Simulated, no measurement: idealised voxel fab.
process module | voxel self aligned vias
cross-section cut | 295 nm wide | cells 5 nm
A cross-section is a grid of square cells, given in bands from the top down. A band is one or more rows of cells.
Each band's line starts with the height of the band's top and of its bottom, in nm. Then come its materials from left to right, each with its width in nm. One material with "throughout" fills the band from edge to edge. "air" is empty space.
Height 0 is the level under which the wafer as received is all one material. The lowest band goes on downwards, as in "0 down".
A width such as "30 to 40" changes by the same amount from each row of cells to the next, from the band's top row to its bottom row.
"no change" after a step means that no cell of the cross-section changed.
closed voids: empty space of 8 cells or more with no open way to the top, each as width x height at its distance from the left edge, in nm
after a step's settings: what the simulator itself notes on the step
overlay nm, on a step with a mask: how far to the right of its planned place the mask lay; to the left if negative
plan
1 op RECEIVE | material Si
2 op CONFORMAL_DEP | material SiO2 | thk nm 10
3 op CONFORMAL_DEP | material SiCN | thk nm 5
4 op DIRECTIONAL_DEP | material SiO2 | thk nm 25
5 op MASKED_ETCH | tone open | mask id LINES | width nm 15 | pitch nm 55 | etch materials SiO2 | depth nm 25 | overlay nm 0
6 op CONFORMAL_DEP | material TiN | thk nm 5
7 op FILL_DEP | material W | thk nm 10
8 op CMP | height nm 40
9 op SELECTIVE_ETCH | etch materials W Ru TiN | depth nm 10
10 op FILL_DEP | material SiN | thk nm 10
11 op CMP | height nm 40
12 op DIRECTIONAL_DEP | material SiO2 | thk nm 20
13 op MASKED_ETCH | tone open | mask id VIAS | width nm 40 | pitch nm 55 | etch materials SiO2 | depth nm 20 | overlay nm 0
14 op MASKED_ETCH | tone open | mask id VIAS | width nm 40 | pitch nm 55 | etch materials SiN | depth nm 10 | overlay nm 0
15 op CONFORMAL_DEP | material TiN | thk nm 5
16 op FILL_DEP | material Cu | thk nm 10
17 op CMP | height nm 60
18 op CONFORMAL_DEP | material SiCN | thk nm 5
varied across the wafers: width nm of step 5. The plan shows the first wafer's value. All wafers start alike
first wafer as received, after step 1
  0 down: Si throughout
  closed voids: none
first wafer at the end, after step 18
  65 to 60: SiCN throughout
  60 to 45: SiO2 70 | TiN 5 | Cu 30 | TiN 5 | SiO2 15 | TiN 5 | Cu 30 | TiN 5 | SiO2 15 | TiN 5 | Cu 30 | TiN 5 | SiO2 75
  45 to 35: SiO2 70 to 85 | TiN 20 to 5 | Cu 5 | TiN 15 to 5 | SiO2 15 to 40 | TiN 20 to 5 | Cu 5 | TiN 15 to 5 | SiO2 15 to 40 | TiN 20 to 5 | Cu 5 | TiN 15 to 5 | SiO2 75 to 85
  35 to 30: SiO2 85 | TiN 15 | SiO2 40 | TiN 15 | SiO2 40 | TiN 15 | SiO2 85
  30 to 20: SiO2 85 | TiN 5 | W 5 | TiN 5 | SiO2 40 | TiN 5 | W 5 | TiN 5 | SiO2 40 | TiN 5 | W 5 | TiN 5 | SiO2 85
  20 to 15: SiO2 85 | TiN 15 | SiO2 40 | TiN 15 | SiO2 40 | TiN 15 | SiO2 85
  15 to 10: SiCN throughout
  10 to 0: SiO2 throughout
  0 down: Si throughout
  closed voids: none
last wafer at the end
  65 to 60: SiCN throughout
  60 to 45: SiO2 70 | TiN 5 | Cu 30 | TiN 5 | SiO2 15 | TiN 5 | Cu 30 | TiN 5 | SiO2 15 | TiN 5 | Cu 30 | TiN 5 | SiO2 75
  45 to 35: SiO2 70 to 75 | TiN 10 to 5 | Cu 25 | TiN 5 | SiO2 15 to 20 | TiN 10 to 5 | Cu 25 | TiN 5 | SiO2 15 to 20 | TiN 10 to 5 | Cu 25 | TiN 5 | SiO2 75
  35 to 30: SiO2 75 | TiN 35 | SiO2 20 | TiN 35 | SiO2 20 | TiN 35 | SiO2 75
  30 to 20: SiO2 75 | TiN 5 | W 25 | TiN 5 | SiO2 20 | TiN 5 | W 25 | TiN 5 | SiO2 20 | TiN 5 | W 25 | TiN 5 | SiO2 75
  20 to 15: SiO2 75 | TiN 35 | SiO2 20 | TiN 35 | SiO2 20 | TiN 35 | SiO2 75
  15 to 10: SiCN throughout
  10 to 0: SiO2 throughout
  0 down: Si throughout
  closed voids: none
each wafer at the end: cells of each material gained (+) or lost (-) since it was received, then its closed voids
width nm 15 | +60 Cu | +118 SiCN | +508 SiO2 | +75 TiN | +6 W | closed voids: none
width nm 20 | +66 Cu | +118 SiCN | +493 SiO2 | +78 TiN | +12 W | closed voids: none
width nm 25 | +72 Cu | +118 SiCN | +478 SiO2 | +81 TiN | +18 W | closed voids: none
width nm 30 | +78 Cu | +118 SiCN | +463 SiO2 | +84 TiN | +24 W | closed voids: none
width nm 35 | +84 Cu | +118 SiCN | +448 SiO2 | +87 TiN | +30 W | closed voids: none
